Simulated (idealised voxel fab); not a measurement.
process module | voxel wiring stack
cross-section cut | 235 nm wide | cells 5 nm
A cross-section is a grid of square cells, given in bands from the top down. A band is one or more rows of cells.
Each band's line starts with the height of the band's top and of its bottom, in nm. Then come its materials from left to right, each with its width in nm. One material with "throughout" fills the band from edge to edge. "air" is empty space.
Height 0 is the level under which the wafer as received is all one material. The lowest band goes on downwards, as in "0 down".
A width such as "30 to 40" changes by the same amount from each row of cells to the next, from the band's top row to its bottom row.
"no change" after a step means that no cell of the cross-section changed.
closed voids: empty space of 8 cells or more with no open way to the top, each as width x height at its distance from the left edge, in nm
after a step's settings: what the simulator itself notes on the step
overlay nm, on a step with a mask: how far to the right of its planned place the mask lay; to the left if negative
Each pair below shows a cross-section before one step and the cross-section after it, down to the lowest band that changed. The line under each pair gives the step between them, with its settings. The pairs can come from different runs of this module on the same starting wafer, so a pair continues from the pair above only where its "before" says so.
before
  75 to 60: lowk 60 | air 25 | lowk 20 | air 25 | lowk 20 | air 25 | lowk 60
  60 to 45: lowk 60 | air 15 | lowk 75 | air 15 | lowk 70
  45 to 40: SiCN 60 | air 15 | SiCN 75 | air 15 | SiCN 70
  40 to 20: lowk 60 | TiN 5 | Ru 15 | TiN 5 | lowk 20 | TiN 5 | Ru 15 | TiN 5 | lowk 20 | TiN 5 | Ru 15 | TiN 5 | lowk 60
  20 to 15: lowk 60 | TiN 25 | lowk 20 | TiN 25 | lowk 20 | TiN 25 | lowk 60
  15 to 5: SiO2 throughout
  5 to 0: SiN throughout
  0 down: Si throughout
  closed voids: none
after
  80 to 75: TiN 65 | air 15 | TiN 30 | air 15 | TiN 30 | air 15 | TiN 65
  75 to 65: lowk 60 | TiN 5 | air 15 | TiN 5 | lowk 20 | TiN 5 | air 15 | TiN 5 | lowk 20 | TiN 5 | air 15 | TiN 5 | lowk 60
  65 to 60: lowk 60 | TiN 5 | air 5 | TiN 15 | lowk 20 | TiN 25 | lowk 20 | TiN 5 | air 5 | TiN 15 | lowk 60
  60 to 45: lowk 60 | TiN 5 | air 5 | TiN 5 | lowk 75 | TiN 5 | air 5 | TiN 5 | lowk 70
  45 to 40: SiCN 60 | TiN 15 | SiCN 75 | TiN 15 | SiCN 70
  below 40: unchanged
  closed voids: none
the step between: op CONFORMAL_DEP | material TiN | thk nm 5
before: the cross-section after the pair above
after
  90 to 80: Cu throughout
  80 to 75: TiN 65 | Cu 15 | TiN 30 | Cu 15 | TiN 30 | Cu 15 | TiN 65
  75 to 65: lowk 60 | TiN 5 | Cu 15 | TiN 5 | lowk 20 | TiN 5 | Cu 15 | TiN 5 | lowk 20 | TiN 5 | Cu 15 | TiN 5 | lowk 60
  65 to 60: lowk 60 | TiN 5 | Cu 5 | TiN 15 | lowk 20 | TiN 25 | lowk 20 | TiN 5 | Cu 5 | TiN 15 | lowk 60
  60 to 45: lowk 60 | TiN 5 | Cu 5 | TiN 5 | lowk 75 | TiN 5 | Cu 5 | TiN 5 | lowk 70
  below 45: unchanged
  closed voids: none
the step between: op FILL_DEP | material Cu | thk nm 10
before: the cross-section after the pair above
after
  75 to 65: lowk 60 | TiN 5 | Cu 15 | TiN 5 | lowk 20 | TiN 5 | Cu 15 | TiN 5 | lowk 20 | TiN 5 | Cu 15 | TiN 5 | lowk 60
  below 65: unchanged
  closed voids: none
the step between: op CMP | height nm 75
before: the cross-section after the pair above
after
  80 to 75: SiCN throughout
  below 75: unchanged
  closed voids: none
the step between: op CONFORMAL_DEP | material SiCN | thk nm 5
before: the cross-section after the pair above
after
  110 to 80: SiO2 throughout
  below 80: unchanged
  closed voids: none
the step between: op DIRECTIONAL_DEP | material SiO2 | thk nm 30
before: the cross-section after the pair above
after
  110 to 95: SiO2 60 | air 25 | SiO2 20 | air 25 | SiO2 20 | air 25 | SiO2 60
  below 95: unchanged
  closed voids: none
the step between: op MASKED_ETCH | tone open | mask id METAL_3 | width nm 25 | pitch nm 45 | etch materials SiO2 | depth nm 15 | overlay nm 0
before: the cross-section after the pair above
after
  130 to 110: resist 60 | air 15 | resist 75 | air 15 | resist 70
  110 to 95: SiO2 60 | air 15 | resist 10 | SiO2 20 | resist 25 | SiO2 20 | air 15 | resist 10 | SiO2 60
  below 95: unchanged
  closed voids: none
the step between: op PATTERN | tone open | mask id METAL_3_HOLES | material resist | width nm 15 | pitch nm 90 | thk nm 20 | overlay nm 0
before: the cross-section after the pair above
after
  130 to 110: resist 60 | air 15 | resist 75 | air 15 | resist 70
  110 to 95: SiO2 60 | air 15 | resist 10 | SiO2 20 | resist 25 | SiO2 20 | air 15 | resist 10 | SiO2 60
  95 to 80: SiO2 60 | air 15 | SiO2 75 | air 15 | SiO2 70
  below 80: unchanged
  closed voids: none
the step between: op DIRECTIONAL_ETCH | etch materials SiO2 | depth nm 15
before: the cross-section after the pair above
after
  130 to 110: resist 60 | air 15 | resist 75 | air 15 | resist 70
  110 to 95: SiO2 60 | air 15 | resist 10 | SiO2 20 | resist 25 | SiO2 20 | air 15 | resist 10 | SiO2 60
  95 to 80: SiO2 60 | air 15 | SiO2 75 | air 15 | SiO2 70
  80 to 75: SiCN 60 | air 15 | SiCN 75 | air 15 | SiCN 70
  below 75: unchanged
  closed voids: none
the step between: op DIRECTIONAL_ETCH | etch materials SiCN | depth nm 5
before: the cross-section after the pair above
after
  110 to 95: SiO2 60 | air 25 | SiO2 20 | air 25 | SiO2 20 | air 25 | SiO2 60
  below 95: unchanged
  closed voids: none
the step between: op STRIP | etch materials resist
before: the cross-section after the pair above
after
  115 to 110: TiN 65 | air 15 | TiN 30 | air 15 | TiN 30 | air 15 | TiN 65
  110 to 100: SiO2 60 | TiN 5 | air 15 | TiN 5 | SiO2 20 | TiN 5 | air 15 | TiN 5 | SiO2 20 | TiN 5 | air 15 | TiN 5 | SiO2 60
  100 to 95: SiO2 60 | TiN 5 | air 5 | TiN 15 | SiO2 20 | TiN 25 | SiO2 20 | TiN 5 | air 5 | TiN 15 | SiO2 60
  95 to 80: SiO2 60 | TiN 5 | air 5 | TiN 5 | SiO2 75 | TiN 5 | air 5 | TiN 5 | SiO2 70
  80 to 75: SiCN 60 | TiN 15 | SiCN 75 | TiN 15 | SiCN 70
  below 75: unchanged
  closed voids: none
the step between: op CONFORMAL_DEP | material TiN | thk nm 5
before: the cross-section after the pair above
after
  120 to 115: Ru throughout
  115 to 110: TiN 65 | Ru 15 | TiN 30 | Ru 15 | TiN 30 | Ru 15 | TiN 65
  110 to 100: SiO2 60 | TiN 5 | Ru 15 | TiN 5 | SiO2 20 | TiN 5 | Ru 15 | TiN 5 | SiO2 20 | TiN 5 | Ru 15 | TiN 5 | SiO2 60
  100 to 95: SiO2 60 | TiN 5 | Ru 5 | TiN 15 | SiO2 20 | TiN 25 | SiO2 20 | TiN 5 | Ru 5 | TiN 15 | SiO2 60
  95 to 80: SiO2 60 | TiN 5 | Ru 5 | TiN 5 | SiO2 75 | TiN 5 | Ru 5 | TiN 5 | SiO2 70
  below 80: unchanged
  closed voids: none
the step between: op FILL_DEP | material Ru | thk nm 5
before: the cross-section after the pair above
after
  110 to 100: SiO2 60 | TiN 5 | Ru 15 | TiN 5 | SiO2 20 | TiN 5 | Ru 15 | TiN 5 | SiO2 20 | TiN 5 | Ru 15 | TiN 5 | SiO2 60
  below 100: unchanged
  closed voids: none
the step between: op CMP | height nm 110
before: the cross-section after the pair above
after
  115 to 110: SiN throughout
  below 110: unchanged
  closed voids: none
the step between: op CONFORMAL_DEP | material SiN | thk nm 5
before
  15 to 10: SiN throughout
  10 to 0: SiO2 throughout
  0 down: Si throughout
  closed voids: none
after
  30 to 15: lowk throughout
  below 15: unchanged
  closed voids: none
the step between: op DIRECTIONAL_DEP | material lowk | thk nm 15
before: the cross-section after the pair above
after
  45 to 30: aC throughout
  below 30: unchanged
  closed voids: none
the step between: op DIRECTIONAL_DEP | material aC | thk nm 15
before: the cross-section after the pair above
after
  75 to 45: resist 60 | air 25 | resist 20 | air 25 | resist 20 | air 25 | resist 60
  below 45: unchanged
  closed voids: none
the step between: op PATTERN | tone open | mask id METAL_1 | material resist | width nm 25 | pitch nm 45 | thk nm 30 | overlay nm 0
before: the cross-section after the pair above
after
  60 to 45: resist 60 | air 25 | resist 20 | air 25 | resist 20 | air 25 | resist 60
  45 to 30: aC 60 | air 25 | aC 20 | air 25 | aC 20 | air 25 | aC 60
  below 30: unchanged
  closed voids: none
the step between: op DIRECTIONAL_ETCH | etch materials aC | depth nm 15
before: the cross-section after the pair above
after
  45 to 30: aC 60 | air 25 | aC 20 | air 25 | aC 20 | air 25 | aC 60
  below 30: unchanged
  closed voids: none
the step between: op STRIP | etch materials resist
before: the cross-section after the pair above
after
  45 to 30: aC 60 | air 25 | aC 20 | air 25 | aC 20 | air 25 | aC 60
  30 to 15: lowk 60 | air 25 | lowk 20 | air 25 | lowk 20 | air 25 | lowk 60
  below 15: unchanged
  closed voids: none
the step between: op DIRECTIONAL_ETCH | etch materials lowk | depth nm 25
before: the cross-section after the pair above
after
  45 to 30: aC 60 | air 25 | aC 20 | air 25 | aC 20 | air 25 | aC 60
  30 to 15: lowk 60 | air 25 | lowk 20 | air 25 | lowk 20 | air 25 | lowk 60
  15 to 10: SiN 60 | air 25 | SiN 20 | air 25 | SiN 20 | air 25 | SiN 60
  below 10: unchanged
  closed voids: none
the step between: op DIRECTIONAL_ETCH | etch materials SiN | depth nm 5
before: the cross-section after the pair above
after
  30 to 15: lowk 60 | air 25 | lowk 20 | air 25 | lowk 20 | air 25 | lowk 60
  below 15: unchanged
  closed voids: none
the step between: op STRIP | etch materials aC
before: the cross-section after the pair above
after
  35 to 30: TiN 65 | air 15 | TiN 30 | air 15 | TiN 30 | air 15 | TiN 65
  30 to 15: lowk 60 | TiN 5 | air 15 | TiN 5 | lowk 20 | TiN 5 | air 15 | TiN 5 | lowk 20 | TiN 5 | air 15 | TiN 5 | lowk 60
  15 to 10: SiN 60 | TiN 25 | SiN 20 | TiN 25 | SiN 20 | TiN 25 | SiN 60
  below 10: unchanged
  closed voids: none
the step between: op CONFORMAL_DEP | material TiN | thk nm 5
before: the cross-section after the pair above
after
  45 to 35: Ru throughout
  35 to 30: TiN 65 | Ru 15 | TiN 30 | Ru 15 | TiN 30 | Ru 15 | TiN 65
  30 to 15: lowk 60 | TiN 5 | Ru 15 | TiN 5 | lowk 20 | TiN 5 | Ru 15 | TiN 5 | lowk 20 | TiN 5 | Ru 15 | TiN 5 | lowk 60
  below 15: unchanged
  closed voids: none
the step between: op FILL_DEP | material Ru | thk nm 10
before: the cross-section after the pair above
after
  40 to 35: Ru throughout
  below 35: unchanged
  closed voids: none
the step between: op CMP | height nm 40
before: the cross-section after the pair above
after
  45 to 40: SiCN throughout
  below 40: unchanged
  closed voids: none
the step between: op CONFORMAL_DEP | material SiCN | thk nm 5
before: the cross-section after the pair above
after
  75 to 45: lowk throughout
  below 45: unchanged
  closed voids: none
the step between: op DIRECTIONAL_DEP | material lowk | thk nm 30
before: the cross-section after the pair above
after
  95 to 75: resist 60 | air 15 | resist 75 | air 15 | resist 70
  below 75: unchanged
  closed voids: none
the step between: op PATTERN | tone open | mask id METAL_2_HOLES | material resist | width nm 15 | pitch nm 90 | thk nm 20 | overlay nm 0
before: the cross-section after the pair above
after
  95 to 75: resist 60 | air 15 | resist 75 | air 15 | resist 70
  75 to 45: lowk 60 | air 15 | lowk 75 | air 15 | lowk 70
  below 45: unchanged
  closed voids: none
the step between: op DIRECTIONAL_ETCH | etch materials lowk | depth nm 30
before: the cross-section after the pair above
after
  75 to 45: lowk 60 | air 15 | lowk 75 | air 15 | lowk 70
  below 45: unchanged
  closed voids: none
the step between: op STRIP | etch materials resist
before: the cross-section after the pair above
after
  90 to 75: resist 60 | air 25 | resist 20 | air 25 | resist 20 | air 25 | resist 60
  below 75: unchanged
  closed voids: none
the step between: op PATTERN | tone open | mask id METAL_2 | material resist | width nm 25 | pitch nm 45 | thk nm 15 | overlay nm 0
before: the cross-section after the pair above
after
  90 to 75: resist 60 | air 25 | resist 20 | air 25 | resist 20 | air 25 | resist 60
  75 to 60: lowk 60 | air 25 | lowk 20 | air 25 | lowk 20 | air 25 | lowk 60
  below 60: unchanged
  closed voids: none
the step between: op DIRECTIONAL_ETCH | etch materials lowk | depth nm 15
before: the cross-section after the pair above
after
  90 to 75: resist 60 | air 25 | resist 20 | air 25 | resist 20 | air 25 | resist 60
  75 to 60: lowk 60 | air 25 | lowk 20 | air 25 | lowk 20 | air 25 | lowk 60
  60 to 45: lowk 60 | air 15 | lowk 75 | air 15 | lowk 70
  45 to 40: SiCN 60 | air 15 | SiCN 75 | air 15 | SiCN 70
  below 40: unchanged
  closed voids: none
the step between: op DIRECTIONAL_ETCH | etch materials SiCN | depth nm 5
before: the cross-section after the pair above
after
  75 to 60: lowk 60 | air 25 | lowk 20 | air 25 | lowk 20 | air 25 | lowk 60
  below 60: unchanged
  closed voids: none
the step between: op STRIP | etch materials resist
before: the cross-section after the pair above
after
  80 to 75: TiN 65 | air 15 | TiN 30 | air 15 | TiN 30 | air 15 | TiN 65
  75 to 65: lowk 60 | TiN 5 | air 15 | TiN 5 | lowk 20 | TiN 5 | air 15 | TiN 5 | lowk 20 | TiN 5 | air 15 | TiN 5 | lowk 60
  65 to 60: lowk 60 | TiN 5 | air 5 | TiN 15 | lowk 20 | TiN 25 | lowk 20 | TiN 5 | air 5 | TiN 15 | lowk 60
  60 to 45: lowk 60 | TiN 5 | air 5 | TiN 5 | lowk 75 | TiN 5 | air 5 | TiN 5 | lowk 70
  45 to 40: SiCN 60 | TiN 15 | SiCN 75 | TiN 15 | SiCN 70
  below 40: unchanged
  closed voids: none
the step between: op CONFORMAL_DEP | material TiN | thk nm 5
before: the cross-section after the pair above
after
  90 to 80: Cu throughout
  80 to 75: TiN 65 | Cu 15 | TiN 30 | Cu 15 | TiN 30 | Cu 15 | TiN 65
  75 to 65: lowk 60 | TiN 5 | Cu 15 | TiN 5 | lowk 20 | TiN 5 | Cu 15 | TiN 5 | lowk 20 | TiN 5 | Cu 15 | TiN 5 | lowk 60
  65 to 60: lowk 60 | TiN 5 | Cu 5 | TiN 15 | lowk 20 | TiN 25 | lowk 20 | TiN 5 | Cu 5 | TiN 15 | lowk 60
  60 to 45: lowk 60 | TiN 5 | Cu 5 | TiN 5 | lowk 75 | TiN 5 | Cu 5 | TiN 5 | lowk 70
  below 45: unchanged
  closed voids: none
the step between: op FILL_DEP | material Cu | thk nm 10
before: the cross-section after the pair above
after
  75 to 65: lowk 60 | TiN 5 | Cu 15 | TiN 5 | lowk 20 | TiN 5 | Cu 15 | TiN 5 | lowk 20 | TiN 5 | Cu 15 | TiN 5 | lowk 60
  below 65: unchanged
  closed voids: none
the step between: op CMP | height nm 75
before: the cross-section after the pair above
after
  80 to 75: SiCN throughout
  below 75: unchanged
  closed voids: none
the step between: op CONFORMAL_DEP | material SiCN | thk nm 5
before: the cross-section after the pair above
after
  110 to 80: SiO2 throughout
  below 80: unchanged
  closed voids: none
the step between: op DIRECTIONAL_DEP | material SiO2 | thk nm 30
before: the cross-section after the pair above
after
  110 to 95: SiO2 60 | air 25 | SiO2 20 | air 25 | SiO2 20 | air 25 | SiO2 60
  below 95: unchanged
  closed voids: none
the step between: op MASKED_ETCH | tone open | mask id METAL_3 | width nm 25 | pitch nm 45 | etch materials SiO2 | depth nm 15 | overlay nm 0
before: the cross-section after the pair above
after
  130 to 110: resist 60 | air 15 | resist 75 | air 15 | resist 70
  110 to 95: SiO2 60 | air 15 | resist 10 | SiO2 20 | resist 25 | SiO2 20 | air 15 | resist 10 | SiO2 60
  below 95: unchanged
  closed voids: none
the step between: op PATTERN | tone open | mask id METAL_3_HOLES | material resist | width nm 15 | pitch nm 90 | thk nm 20 | overlay nm 0
before: the cross-section after the pair above
after
  130 to 110: resist 60 | air 15 | resist 75 | air 15 | resist 70
  110 to 95: SiO2 60 | air 15 | resist 10 | SiO2 20 | resist 25 | SiO2 20 | air 15 | resist 10 | SiO2 60
  95 to 80: SiO2 60 | air 15 | SiO2 75 | air 15 | SiO2 70
  below 80: unchanged
  closed voids: none
the step between: op DIRECTIONAL_ETCH | etch materials SiO2 | depth nm 15
before: the cross-section after the pair above
after
  130 to 110: resist 60 | air 15 | resist 75 | air 15 | resist 70
  110 to 95: SiO2 60 | air 15 | resist 10 | SiO2 20 | resist 25 | SiO2 20 | air 15 | resist 10 | SiO2 60
  95 to 80: SiO2 60 | air 15 | SiO2 75 | air 15 | SiO2 70
  80 to 75: SiCN 60 | air 15 | SiCN 75 | air 15 | SiCN 70
  below 75: unchanged
  closed voids: none
the step between: op DIRECTIONAL_ETCH | etch materials SiCN | depth nm 5
before: the cross-section after the pair above
after
  110 to 95: SiO2 60 | air 25 | SiO2 20 | air 25 | SiO2 20 | air 25 | SiO2 60
  below 95: unchanged
  closed voids: none
the step between: op STRIP | etch materials resist
before: the cross-section after the pair above
after
  115 to 110: TiN 65 | air 15 | TiN 30 | air 15 | TiN 30 | air 15 | TiN 65
  110 to 100: SiO2 60 | TiN 5 | air 15 | TiN 5 | SiO2 20 | TiN 5 | air 15 | TiN 5 | SiO2 20 | TiN 5 | air 15 | TiN 5 | SiO2 60
  100 to 95: SiO2 60 | TiN 5 | air 5 | TiN 15 | SiO2 20 | TiN 25 | SiO2 20 | TiN 5 | air 5 | TiN 15 | SiO2 60
  95 to 80: SiO2 60 | TiN 5 | air 5 | TiN 5 | SiO2 75 | TiN 5 | air 5 | TiN 5 | SiO2 70
  80 to 75: SiCN 60 | TiN 15 | SiCN 75 | TiN 15 | SiCN 70
  below 75: unchanged
  closed voids: none
the step between: op CONFORMAL_DEP | material TiN | thk nm 5
before: the cross-section after the pair above
after
  120 to 115: Ru throughout
  115 to 110: TiN 65 | Ru 15 | TiN 30 | Ru 15 | TiN 30 | Ru 15 | TiN 65
  110 to 100: SiO2 60 | TiN 5 | Ru 15 | TiN 5 | SiO2 20 | TiN 5 | Ru 15 | TiN 5 | SiO2 20 | TiN 5 | Ru 15 | TiN 5 | SiO2 60
  100 to 95: SiO2 60 | TiN 5 | Ru 5 | TiN 15 | SiO2 20 | TiN 25 | SiO2 20 | TiN 5 | Ru 5 | TiN 15 | SiO2 60
  95 to 80: SiO2 60 | TiN 5 | Ru 5 | TiN 5 | SiO2 75 | TiN 5 | Ru 5 | TiN 5 | SiO2 70
  below 80: unchanged
  closed voids: none
the step between: op FILL_DEP | material Ru | thk nm 5
before: the cross-section after the pair above
after
  110 to 100: SiO2 60 | TiN 5 | Ru 15 | TiN 5 | SiO2 20 | TiN 5 | Ru 15 | TiN 5 | SiO2 20 | TiN 5 | Ru 15 | TiN 5 | SiO2 60
  below 100: unchanged
  closed voids: none
the step between: op CMP | height nm 110
before: the cross-section after the pair above
after
  115 to 110: SiN throughout
  below 110: unchanged
  closed voids: none
the step between: op CONFORMAL_DEP | material SiN | thk nm 5
before
  55 to 40: aC throughout
  40 to 15: lowk throughout
  15 to 10: SiN throughout
  10 to 0: SiO2 throughout
  0 down: Si throughout
  closed voids: none
after
  85 to 55: resist 60 | air 30 | resist 15 | air 30 | resist 15 | air 30 | resist 55
  below 55: unchanged
  closed voids: none
the step between: op PATTERN | tone open | mask id METAL_1 | material resist | width nm 30 | pitch nm 45 | thk nm 30 | overlay nm 0
before: the cross-section after the pair above
after
  70 to 55: resist 60 | air 30 | resist 15 | air 30 | resist 15 | air 30 | resist 55
  55 to 40: aC 60 | air 30 | aC 15 | air 30 | aC 15 | air 30 | aC 55
  below 40: unchanged
  closed voids: none
the step between: op DIRECTIONAL_ETCH | etch materials aC | depth nm 15
before: the cross-section after the pair above
after
  55 to 40: aC 60 | air 30 | aC 15 | air 30 | aC 15 | air 30 | aC 55
  below 40: unchanged
  closed voids: none
the step between: op STRIP | etch materials resist
before: the cross-section after the pair above
after
  55 to 40: aC 60 | air 30 | aC 15 | air 30 | aC 15 | air 30 | aC 55
  40 to 15: lowk 60 | air 30 | lowk 15 | air 30 | lowk 15 | air 30 | lowk 55
  below 15: unchanged
  closed voids: none
the step between: op DIRECTIONAL_ETCH | etch materials lowk | depth nm 25
before: the cross-section after the pair above
after
  55 to 40: aC 60 | air 30 | aC 15 | air 30 | aC 15 | air 30 | aC 55
  40 to 15: lowk 60 | air 30 | lowk 15 | air 30 | lowk 15 | air 30 | lowk 55
  15 to 10: SiN 60 | air 30 | SiN 15 | air 30 | SiN 15 | air 30 | SiN 55
  below 10: unchanged
  closed voids: none
the step between: op DIRECTIONAL_ETCH | etch materials SiN | depth nm 5
before: the cross-section after the pair above
after
  40 to 15: lowk 60 | air 30 | lowk 15 | air 30 | lowk 15 | air 30 | lowk 55
  below 15: unchanged
  closed voids: none
the step between: op STRIP | etch materials aC
before: the cross-section after the pair above
after
  45 to 40: TiN 65 | air 20 | TiN 25 | air 20 | TiN 25 | air 20 | TiN 60
  40 to 15: lowk 60 | TiN 5 | air 20 | TiN 5 | lowk 15 | TiN 5 | air 20 | TiN 5 | lowk 15 | TiN 5 | air 20 | TiN 5 | lowk 55
  15 to 10: SiN 60 | TiN 30 | SiN 15 | TiN 30 | SiN 15 | TiN 30 | SiN 55
  below 10: unchanged
  closed voids: none
the step between: op CONFORMAL_DEP | material TiN | thk nm 5
before: the cross-section after the pair above
after
  55 to 45: Ru throughout
  45 to 40: TiN 65 | Ru 20 | TiN 25 | Ru 20 | TiN 25 | Ru 20 | TiN 60
  40 to 15: lowk 60 | TiN 5 | Ru 20 | TiN 5 | lowk 15 | TiN 5 | Ru 20 | TiN 5 | lowk 15 | TiN 5 | Ru 20 | TiN 5 | lowk 55
  below 15: unchanged
  closed voids: none
the step between: op FILL_DEP | material Ru | thk nm 10
before: the cross-section after the pair above
after
  40 to 15: lowk 60 | TiN 5 | Ru 20 | TiN 5 | lowk 15 | TiN 5 | Ru 20 | TiN 5 | lowk 15 | TiN 5 | Ru 20 | TiN 5 | lowk 55
  below 15: unchanged
  closed voids: none
the step between: op CMP | height nm 40
before: the cross-section after the pair above
after
  45 to 40: SiCN throughout
  below 40: unchanged
  closed voids: none
the step between: op CONFORMAL_DEP | material SiCN | thk nm 5
before: the cross-section after the pair above
after
  75 to 45: lowk throughout
  below 45: unchanged
  closed voids: none
the step between: op DIRECTIONAL_DEP | material lowk | thk nm 30
before: the cross-section after the pair above
after
  95 to 75: resist 60 | air 15 | resist 75 | air 15 | resist 70
  below 75: unchanged
  closed voids: none
the step between: op PATTERN | tone open | mask id METAL_2_HOLES | material resist | width nm 15 | pitch nm 90 | thk nm 20 | overlay nm 0
before: the cross-section after the pair above
after
  95 to 75: resist 60 | air 15 | resist 75 | air 15 | resist 70
  75 to 45: lowk 60 | air 15 | lowk 75 | air 15 | lowk 70
  below 45: unchanged
  closed voids: none
the step between: op DIRECTIONAL_ETCH | etch materials lowk | depth nm 30
before: the cross-section after the pair above
after
  75 to 45: lowk 60 | air 15 | lowk 75 | air 15 | lowk 70
  below 45: unchanged
  closed voids: none
the step between: op STRIP | etch materials resist
before: the cross-section after the pair above
after
  90 to 75: resist 60 | air 25 | resist 20 | air 25 | resist 20 | air 25 | resist 60
  below 75: unchanged
  closed voids: none
the step between: op PATTERN | tone open | mask id METAL_2 | material resist | width nm 25 | pitch nm 45 | thk nm 15 | overlay nm 0
before: the cross-section after the pair above
after
  90 to 75: resist 60 | air 25 | resist 20 | air 25 | resist 20 | air 25 | resist 60
  75 to 60: lowk 60 | air 25 | lowk 20 | air 25 | lowk 20 | air 25 | lowk 60
  below 60: unchanged
  closed voids: none
the step between: op DIRECTIONAL_ETCH | etch materials lowk | depth nm 15
before: the cross-section after the pair above
after
  90 to 75: resist 60 | air 25 | resist 20 | air 25 | resist 20 | air 25 | resist 60
  75 to 60: lowk 60 | air 25 | lowk 20 | air 25 | lowk 20 | air 25 | lowk 60
  60 to 45: lowk 60 | air 15 | lowk 75 | air 15 | lowk 70
  45 to 40: SiCN 60 | air 15 | SiCN 75 | air 15 | SiCN 70
  below 40: unchanged
  closed voids: none
the step between: op DIRECTIONAL_ETCH | etch materials SiCN | depth nm 5
before: the cross-section after the pair above
after
  75 to 60: lowk 60 | air 25 | lowk 20 | air 25 | lowk 20 | air 25 | lowk 60
  below 60: unchanged
  closed voids: none
the step between: op STRIP | etch materials resist
before: the cross-section after the pair above
after
  80 to 75: TiN 65 | air 15 | TiN 30 | air 15 | TiN 30 | air 15 | TiN 65
  75 to 65: lowk 60 | TiN 5 | air 15 | TiN 5 | lowk 20 | TiN 5 | air 15 | TiN 5 | lowk 20 | TiN 5 | air 15 | TiN 5 | lowk 60
  65 to 60: lowk 60 | TiN 5 | air 5 | TiN 15 | lowk 20 | TiN 25 | lowk 20 | TiN 5 | air 5 | TiN 15 | lowk 60
  60 to 45: lowk 60 | TiN 5 | air 5 | TiN 5 | lowk 75 | TiN 5 | air 5 | TiN 5 | lowk 70
  45 to 40: SiCN 60 | TiN 15 | SiCN 75 | TiN 15 | SiCN 70
  below 40: unchanged
  closed voids: none
the step between: op CONFORMAL_DEP | material TiN | thk nm 5
before: the cross-section after the pair above
after
  90 to 80: Cu throughout
  80 to 75: TiN 65 | Cu 15 | TiN 30 | Cu 15 | TiN 30 | Cu 15 | TiN 65
  75 to 65: lowk 60 | TiN 5 | Cu 15 | TiN 5 | lowk 20 | TiN 5 | Cu 15 | TiN 5 | lowk 20 | TiN 5 | Cu 15 | TiN 5 | lowk 60
  65 to 60: lowk 60 | TiN 5 | Cu 5 | TiN 15 | lowk 20 | TiN 25 | lowk 20 | TiN 5 | Cu 5 | TiN 15 | lowk 60
  60 to 45: lowk 60 | TiN 5 | Cu 5 | TiN 5 | lowk 75 | TiN 5 | Cu 5 | TiN 5 | lowk 70
  below 45: unchanged
  closed voids: none
the step between: op FILL_DEP | material Cu | thk nm 10
before: the cross-section after the pair above
after
  75 to 65: lowk 60 | TiN 5 | Cu 15 | TiN 5 | lowk 20 | TiN 5 | Cu 15 | TiN 5 | lowk 20 | TiN 5 | Cu 15 | TiN 5 | lowk 60
  below 65: unchanged
  closed voids: none
the step between: op CMP | height nm 75
before: the cross-section after the pair above
after
  80 to 75: SiCN throughout
  below 75: unchanged
  closed voids: none
the step between: op CONFORMAL_DEP | material SiCN | thk nm 5
before: the cross-section after the pair above
after
  110 to 80: SiO2 throughout
  below 80: unchanged
  closed voids: none
the step between: op DIRECTIONAL_DEP | material SiO2 | thk nm 30
before: the cross-section after the pair above
after
  110 to 95: SiO2 60 | air 25 | SiO2 20 | air 25 | SiO2 20 | air 25 | SiO2 60
  below 95: unchanged
  closed voids: none
the step between: op MASKED_ETCH | tone open | mask id METAL_3 | width nm 25 | pitch nm 45 | etch materials SiO2 | depth nm 15 | overlay nm 0
before: the cross-section after the pair above
after
  130 to 110: resist 60 | air 15 | resist 75 | air 15 | resist 70
  110 to 95: SiO2 60 | air 15 | resist 10 | SiO2 20 | resist 25 | SiO2 20 | air 15 | resist 10 | SiO2 60
  below 95: unchanged
  closed voids: none
the step between: op PATTERN | tone open | mask id METAL_3_HOLES | material resist | width nm 15 | pitch nm 90 | thk nm 20 | overlay nm 0
before: the cross-section after the pair above
after
  130 to 110: resist 60 | air 15 | resist 75 | air 15 | resist 70
  110 to 95: SiO2 60 | air 15 | resist 10 | SiO2 20 | resist 25 | SiO2 20 | air 15 | resist 10 | SiO2 60
  95 to 80: SiO2 60 | air 15 | SiO2 75 | air 15 | SiO2 70
  below 80: unchanged
  closed voids: none
the step between: op DIRECTIONAL_ETCH | etch materials SiO2 | depth nm 15
before: the cross-section after the pair above
after
  130 to 110: resist 60 | air 15 | resist 75 | air 15 | resist 70
  110 to 95: SiO2 60 | air 15 | resist 10 | SiO2 20 | resist 25 | SiO2 20 | air 15 | resist 10 | SiO2 60
  95 to 80: SiO2 60 | air 15 | SiO2 75 | air 15 | SiO2 70
  80 to 75: SiCN 60 | air 15 | SiCN 75 | air 15 | SiCN 70
  below 75: unchanged
  closed voids: none
the step between: op DIRECTIONAL_ETCH | etch materials SiCN | depth nm 5
before: the cross-section after the pair above
after
  110 to 95: SiO2 60 | air 25 | SiO2 20 | air 25 | SiO2 20 | air 25 | SiO2 60
  below 95: unchanged
  closed voids: none
the step between: op STRIP | etch materials resist
before: the cross-section after the pair above
after
  115 to 110: TiN 65 | air 15 | TiN 30 | air 15 | TiN 30 | air 15 | TiN 65
  110 to 100: SiO2 60 | TiN 5 | air 15 | TiN 5 | SiO2 20 | TiN 5 | air 15 | TiN 5 | SiO2 20 | TiN 5 | air 15 | TiN 5 | SiO2 60
  100 to 95: SiO2 60 | TiN 5 | air 5 | TiN 15 | SiO2 20 | TiN 25 | SiO2 20 | TiN 5 | air 5 | TiN 15 | SiO2 60
  95 to 80: SiO2 60 | TiN 5 | air 5 | TiN 5 | SiO2 75 | TiN 5 | air 5 | TiN 5 | SiO2 70
  80 to 75: SiCN 60 | TiN 15 | SiCN 75 | TiN 15 | SiCN 70
  below 75: unchanged
  closed voids: none
the step between: op CONFORMAL_DEP | material TiN | thk nm 5
before: the cross-section after the pair above
after
  120 to 115: Ru throughout
  115 to 110: TiN 65 | Ru 15 | TiN 30 | Ru 15 | TiN 30 | Ru 15 | TiN 65
  110 to 100: SiO2 60 | TiN 5 | Ru 15 | TiN 5 | SiO2 20 | TiN 5 | Ru 15 | TiN 5 | SiO2 20 | TiN 5 | Ru 15 | TiN 5 | SiO2 60
  100 to 95: SiO2 60 | TiN 5 | Ru 5 | TiN 15 | SiO2 20 | TiN 25 | SiO2 20 | TiN 5 | Ru 5 | TiN 15 | SiO2 60
  95 to 80: SiO2 60 | TiN 5 | Ru 5 | TiN 5 | SiO2 75 | TiN 5 | Ru 5 | TiN 5 | SiO2 70
  below 80: unchanged
  closed voids: none
the step between: op FILL_DEP | material Ru | thk nm 5
before: the cross-section after the pair above
after
  110 to 100: SiO2 60 | TiN 5 | Ru 15 | TiN 5 | SiO2 20 | TiN 5 | Ru 15 | TiN 5 | SiO2 20 | TiN 5 | Ru 15 | TiN 5 | SiO2 60
  below 100: unchanged
  closed voids: none
the step between: op CMP | height nm 110
before: the cross-section after the pair above
after
  115 to 110: SiN throughout
  below 110: unchanged
  closed voids: none
the step between: op CONFORMAL_DEP | material SiN | thk nm 5
